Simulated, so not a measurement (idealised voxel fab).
The process module that follows is named voxel transistor to metal.
Cross-section cut spans 180 nm and uses square cells 5 nm in size.
Throughout this document, each cross-section is represented as a grid of square cells and is presented as a sequence of bands enumerated from the top downward, where a band comprises one or more rows of cells.
This entry defines a band. It first specifies the height of the band's top and the height of its bottom in nm, and then specifies the band's materials from left to right, stating each material with its width in nm. The word "all across" identifies a single material that fills the band from edge to edge, while the word "blank" identifies empty space.
Below 0: as-received wafer, all one material; heights counted from there. Lowest band: no bottom, goes on down, written "0 and below".
The notation "30..40" denotes a width that varies across the rows of cells in the band, beginning at the first number in the top row, finishing at the second number in the bottom row, and changing by an identical amount from each row to the next.
Take "nothing got changed" at face value: in the step it is given for, the cross-section changed in none of its cells.
Look at "Unvented voids" for the closed voids: empty spaces with no open path to the top, sized 8 cells or up. Each is width x height at distance, distance from the left edge, all nm.
Post-settings text on a step line: simulator's own remark regarding the step.
A step's line can hold "overlay nm"; with a mask on that step, the setting says how far right of the planned place the mask lay, while a negative setting says it lay to the left.

The steps planned for the process are as follows
1 RECEIVE with material Si
2 CONFORMAL_DEP with material SiO2, thk nm 5
3 CONFORMAL_DEP with material SiN, thk nm 15
4 MASKED_ETCH with tone cover, mask id ACTIVE, width nm 100, etch materials SiN, depth nm 15, overlay nm 0
5 MASKED_ETCH with tone cover, mask id ACTIVE, width nm 100, etch materials SiO2, depth nm 5, overlay nm 0
6 MASKED_ETCH with tone cover, mask id ACTIVE, width nm 100, etch materials Si, depth nm 20, overlay nm 0
7 OXIDIZE with depth nm 5
8 FILL_DEP with material SiO2, thk nm 10
9 CMP with height nm 20
10 SELECTIVE_ETCH with etch materials SiO2, depth nm 10
11 STRIP with etch materials SiN
12 SELECTIVE_ETCH with etch materials SiO2, depth nm 5
13 OXIDIZE with depth nm 5
14 DIRECTIONAL_DEP with material polySi, thk nm 25
15 DIRECTIONAL_DEP with material SiCN, thk nm 10
16 DIRECTIONAL_DEP with material aC, thk nm 10
17 PATTERN with tone cover, mask id GATE, material resist, width nm 20, thk nm 30, overlay nm 0
18 DIRECTIONAL_ETCH with etch materials aC, depth nm 10
19 STRIP with etch materials resist
20 DIRECTIONAL_ETCH with etch materials SiCN, depth nm 20
21 DIRECTIONAL_ETCH with etch materials polySi, depth nm 35
22 STRIP with etch materials aC
23 CONFORMAL_DEP with material SiN, thk nm 10
24 DIRECTIONAL_ETCH with etch materials SiN, depth nm 10
25 DIRECTIONAL_ETCH with etch materials SiO2, depth nm 5
26 DIRECTIONAL_ETCH with etch materials Si, depth nm 10
27 EPI with material nSi, thk nm 10
28 FILL_DEP with material SiO2, thk nm 5
29 CMP with height nm 35
30 DIRECTIONAL_DEP with material SiO2, thk nm 15
31 MASKED_ETCH with tone open, mask id CONTACT, width nm 20, pitch nm 70, etch materials SiO2, depth nm 55, overlay nm 0
32 CONFORMAL_DEP with material TiN, thk nm 5
33 FILL_DEP with material W, thk nm 5
34 CMP with height nm 50
35 DIRECTIONAL_DEP with material TiN, thk nm 5
36 DIRECTIONAL_DEP with material Ru, thk nm 20
37 MASKED_ETCH with tone cover, mask id METAL_1, width nm 20, pitch nm 70, etch materials Ru, depth nm 20, overlay nm 0
38 MASKED_ETCH with tone cover, mask id METAL_1, width nm 20, pitch nm 70, etch materials TiN, depth nm 5, overlay nm 0
39 FILL_DEP with material lowk, thk nm 10
40 CMP with height nm 75
41 CONFORMAL_DEP with material SiCN, thk nm 5
42 DIRECTIONAL_DEP with material lowk, thk nm 30
43 DIRECTIONAL_DEP with material aC, thk nm 10
44 PATTERN with tone open, mask id METAL_2_HOLES, material resist, width nm 15, pitch nm 70, thk nm 30, overlay nm 0
45 DIRECTIONAL_ETCH with etch materials aC, depth nm 10
46 STRIP with etch materials resist
47 DIRECTIONAL_ETCH with etch materials lowk, depth nm 30
48 STRIP with etch materials aC
49 PATTERN with tone open, mask id METAL_2, material resist, width nm 20, pitch nm 70, thk nm 20, overlay nm 0
50 DIRECTIONAL_ETCH with etch materials lowk, depth nm 15
51 DIRECTIONAL_ETCH with etch materials SiCN, depth nm 5
52 STRIP with etch materials resist
53 CONFORMAL_DEP with material TiN, thk nm 5
54 FILL_DEP with material Ru, thk nm 5
55 CMP with height nm 110
56 CONFORMAL_DEP with material SiN, thk nm 5

As-received state of the wafer in cross-section, equivalent to post-step 1
0 and below = Si all across
Unvented voids: none

Cross-sectional result after module completion. Note: starting condition and plan are unchanged from above; one processing mistake was made
115 down to 110 = SiN all across
110 down to 100 = lowk 45 nm; TiN 5 nm; Ru 5 nm; TiN 5 nm; lowk 55 nm; TiN 5 nm; Ru 5 nm; TiN 5 nm; lowk 50 nm
100 down to 95 = lowk 45 nm; TiN 15 nm; lowk 55 nm; TiN 15 nm; lowk 50 nm
95 down to 80 = lowk all across
80 down to 75 = SiCN all across
75 down to 55 = lowk 45 nm; Ru 20 nm; lowk 50 nm; Ru 20 nm; lowk 45 nm
55 down to 50 = lowk 45 nm; TiN 20 nm; lowk 50 nm; TiN 20 nm; lowk 45 nm
50 down to 35 = SiO2 45 nm; TiN 5 nm; W 10 nm; TiN 5 nm; SiO2 50 nm; TiN 5 nm; W 10 nm; TiN 5 nm; SiO2 45 nm
35 down to 25 = SiO2 45 nm; TiN 5 nm; W 10 nm; TiN 5 nm; SiO2 5 nm; SiN 10 nm; SiCN 20 nm; SiN 10 nm; SiO2 5 nm; TiN 5 nm; W 10 nm; TiN 5 nm; SiO2 45 nm
25 down to 10 = SiO2 45 nm; TiN 5 nm; W 10 nm; TiN 5 nm; SiO2 5 nm; SiN 10 nm; polySi 20 nm; SiN 10 nm; SiO2 5 nm; TiN 5 nm; W 10 nm; TiN 5 nm; SiO2 45 nm
10 down to 5 = SiO2 45 nm; TiN 5 nm; W 5 nm; TiN 10 nm; SiO2 5 nm; SiN 10 nm; polySi 20 nm; SiN 10 nm; SiO2 5 nm; TiN 10 nm; W 5 nm; TiN 5 nm; SiO2 45 nm
5 down to 0 = SiO2 35 nm; SiN 10 nm; TiN 5 nm; W 5 nm; TiN 5 nm; nSi 10 nm; SiN 10 nm; polySi 20 nm; SiN 10 nm; nSi 10 nm; TiN 5 nm; W 5 nm; TiN 5 nm; SiN 10 nm; SiO2 35 nm
0 down to -5 = SiO2 45 nm; TiN 15 nm; nSi 10 nm; SiO2 40 nm; nSi 10 nm; TiN 15 nm; SiO2 45 nm
-5 down to -15 = SiO2 45 nm; nSi 25 nm; Si 40 nm; nSi 25 nm; SiO2 45 nm
-15 down to -25 = SiO2 45 nm; Si 90 nm; SiO2 45 nm
-25 and below = Si all across
Unvented voids: none
Deviation noted in wafer processing: step 42 of the plan was executed twice over
